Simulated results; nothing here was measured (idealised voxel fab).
The name of this process module is voxel lift off.
Xsec cut, 190 nm wide, square cell size 5 nm.
We lay out every cross-section as a grid of square cells and spell it out in bands from the top down, where one band means one or more rows of cells.
Band entry format. Leading values: height of top, height of bottom, nm. Remainder: materials in left-to-right order, each with its width in nm. Special words: "full width" on a single material, which then fills the band edge to edge; "empty", empty space.
Heads up on the height convention: 0 is the point under which the incoming wafer is all one material, and the lowest band has no bottom, it just keeps going down, like "z 0 and below".
Quick explanation for "30->40": the width changes in equal steps down the rows of cells, from the first number in the band's top row to the second number in its bottom row.
Take "remained the same" at face value: in the step it is given for, the cross-section changed in none of its cells.
"Cavities, closed" enumerates empty spaces isolated from the top, with no open way to it, that contain at least 8 cells, giving each as width x height at distance from the left edge, all three in nm.
On a step's line, text after the settings is the simulator commenting on that step.
On any step carrying a mask, the "overlay nm" setting, if present on the step's line, tells how far right of its planned place the mask lay; negative values point to the left.

# The process steps that were planned are listed below
1) RECEIVE with material Si
2) CONFORMAL_DEP with material SiN, thk nm 15
3) PATTERN with tone open, mask id LINES, material resist, width nm 25, pitch nm 55, thk nm 20, overlay nm 0
4) DIRECTIONAL_DEP with material Ru, thk nm 5
5) STRIP with etch materials resist
6) CONFORMAL_DEP with material SiCN, thk nm 5

# The first wafer of two, processed as planned

# Cross-section of the wafer upon arrival, representing the state reached after step 1
    z 0 and below: Si full width
    Cavities, closed: none

# The wafer, seen in cross-section, after step 2
    z 15 to 0: SiN full width
    For the remainder of the cross-section, below 0, there is no change.

# The wafer, seen in cross-section, after step 3
    z 35 to 15: resist (25)  empty (25)  resist (30)  empty (25)  resist (30)  empty (25)  resist (30)
    For the remainder of the cross-section, below 15, there is no change.

# The wafer, seen in cross-section, after step 4
    z 40 to 35: Ru (25)  empty (25)  Ru (30)  empty (25)  Ru (30)  empty (25)  Ru (30)
    z 35 to 20: resist (25)  empty (25)  resist (30)  empty (25)  resist (30)  empty (25)  resist (30)
    z 20 to 15: resist (25)  Ru (25)  resist (30)  Ru (25)  resist (30)  Ru (25)  resist (30)
    For the remainder of the cross-section, below 15, there is no change.

# The wafer, seen in cross-section, after step 5
    z 20 to 15: empty (25)  Ru (25)  empty (30)  Ru (25)  empty (30)  Ru (25)  empty (30)
    For the remainder of the cross-section, below 15, there is no change.

# The wafer, seen in cross-section, after step 6
    z 25 to 20: empty (20)  SiCN (35)  empty (20)  SiCN (35)  empty (20)  SiCN (35)  empty (25)
    z 20 to 15: SiCN (25)  Ru (25)  SiCN (30)  Ru (25)  SiCN (30)  Ru (25)  SiCN (30)
    For the remainder of the cross-section, below 15, there is no change.

# Regarding the second of the two wafers: it shared the first wafer's starting condition and process plan, yet one error occurred during its execution. Its history coincides with that of the first wafer up to and including step 2

# Cross-section: second wafer, time at which step 3 was scheduled to end
    z 35 to 15: resist (25)  empty (30)  resist (25)  empty (30)  resist (25)  empty (30)  resist (25)
    For the remainder of the cross-section, below 15, there is no change.

# Cross-section: second wafer, time at which step 4 was scheduled to end
    z 40 to 35: Ru (25)  empty (30)  Ru (25)  empty (30)  Ru (25)  empty (30)  Ru (25)
    z 35 to 20: resist (25)  empty (30)  resist (25)  empty (30)  resist (25)  empty (30)  resist (25)
    z 20 to 15: resist (25)  Ru (30)  resist (25)  Ru (30)  resist (25)  Ru (30)  resist (25)
    For the remainder of the cross-section, below 15, there is no change.

# Cross-section: second wafer, time at which step 5 was scheduled to end
    z 20 to 15: empty (25)  Ru (30)  empty (25)  Ru (30)  empty (25)  Ru (30)  empty (25)
    For the remainder of the cross-section, below 15, there is no change.

# Cross-section: second wafer, time at which step 6 was scheduled to end
    z 25 to 20: empty (20)  SiCN (40)  empty (15)  SiCN (40)  empty (15)  SiCN (40)  empty (20)
    z 20 to 15: SiCN (25)  Ru (30)  SiCN (25)  Ru (30)  SiCN (25)  Ru (30)  SiCN (25)
    For the remainder of the cross-section, below 15, there is no change.
Where did the run depart from the plan? step 3, actual vs plan mismatch, actual run PATTERN with tone open, mask id LINES, material resist, width nm 30, pitch nm 55, thk nm 20, overlay nm 0
Bottom line after processing is that, in cells, the second wafer is up or down on some materials versus the first: Ru: 3 more
